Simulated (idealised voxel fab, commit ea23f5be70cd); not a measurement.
process module | voxel wiring stack
cross-section cut | 240 nm wide | cells 5 nm
A cross-section is a grid of square cells, given in bands from the top down. A band is one or more rows of cells.
Each band's line starts with the height of the band's top and of its bottom, in nm. Then come its materials from left to right, each with its width in nm. One material with "throughout" fills the band from edge to edge. "air" is empty space.
Height 0 is the level under which the wafer as received is all one material. The lowest band goes on downwards, as in "0 down".
A width such as "30 to 40" changes by the same amount from each row of cells to the next, from the band's top row to its bottom row.
"no change" after a step means that no cell of the cross-section changed.
closed voids: empty space of 8 cells or more with no open way to the top, each as width x height at its distance from the left edge, in nm
after a step's settings: what the simulator itself notes on the step
overlay nm, on a step with a mask: how far to the right of its planned place the mask lay; to the left if negative
plan
1 op RECEIVE | material Si
2 op CONFORMAL_DEP | material SiO2 | thk nm 10
3 op CONFORMAL_DEP | material SiN | thk nm 5
4 op DIRECTIONAL_DEP | material lowk | thk nm 15
5 op DIRECTIONAL_DEP | material aC | thk nm 15
6 op PATTERN | tone open | mask id METAL_1 | material resist | width nm 30 | pitch nm 45 | thk nm 35 | overlay nm 0
7 op DIRECTIONAL_ETCH | etch materials aC | depth nm 15
8 op STRIP | etch materials resist
9 op DIRECTIONAL_ETCH | etch materials lowk | depth nm 15
10 op DIRECTIONAL_ETCH | etch materials SiN | depth nm 5
11 op STRIP | etch materials aC
12 op CONFORMAL_DEP | material TiN | thk nm 5
13 op FILL_DEP | material W | thk nm 10
14 op CMP | height nm 30
15 op EPI | material Ru | thk nm 5
16 op FILL_DEP | material SiCN | thk nm 5
17 op DIRECTIONAL_DEP | material SiO2 | thk nm 10
18 op DIRECTIONAL_DEP | material aC | thk nm 15
19 op PATTERN | tone open | mask id PLUG_1 | material resist | width nm 15 | pitch nm 45 | thk nm 30 | overlay nm 0
20 op DIRECTIONAL_ETCH | etch materials aC | depth nm 15
21 op STRIP | etch materials resist
22 op DIRECTIONAL_ETCH | etch materials SiO2 | depth nm 10
23 op DIRECTIONAL_ETCH | etch materials SiCN | depth nm 5
24 op STRIP | etch materials aC
25 op EPI | material Ru | thk nm 10
26 op EPI | material Ru | thk nm 5
27 op CONFORMAL_DEP | material SiN | thk nm 5
28 op DIRECTIONAL_DEP | material lowk | thk nm 25
29 op DIRECTIONAL_DEP | material aC | thk nm 10
30 op PATTERN | tone open | mask id METAL_2 | material resist | width nm 30 | pitch nm 45 | thk nm 25 | overlay nm 0
31 op DIRECTIONAL_ETCH | etch materials aC | depth nm 10
32 op STRIP | etch materials resist
33 op DIRECTIONAL_ETCH | etch materials lowk | depth nm 25
34 op DIRECTIONAL_ETCH | etch materials SiN | depth nm 5
35 op STRIP | etch materials aC
36 op CONFORMAL_DEP | material TiN | thk nm 5
37 op FILL_DEP | material W | thk nm 10
38 op CMP | height nm 80
39 op CONFORMAL_DEP | material SiCN | thk nm 5
as received, after step 1
  0 down: Si throughout
  closed voids: none
a wafer at the end: this start, this plan, one mistake
  85 to 80: SiCN throughout
  80 to 55: lowk 80 | TiN 5 | W 20 | TiN 5 | lowk 15 | TiN 5 | W 20 | TiN 5 | lowk 85
  55 to 50: SiN 80 | TiN 30 | SiN 15 | TiN 30 | SiN 85
  50 to 40: SiO2 80 | Ru 15 | SiO2 30 | Ru 15 | SiO2 100
  40 to 35: SiCN 80 | Ru 15 | SiCN 30 | Ru 15 | SiCN 100
  35 to 30: Ru throughout
  30 to 15: TiN throughout
  15 to 10: SiN throughout
  10 to 0: SiO2 throughout
  0 down: Si throughout
  closed voids: none
what went wrong: step 4 ran as: op DIRECTIONAL_DEP | material TiN | thk nm 15
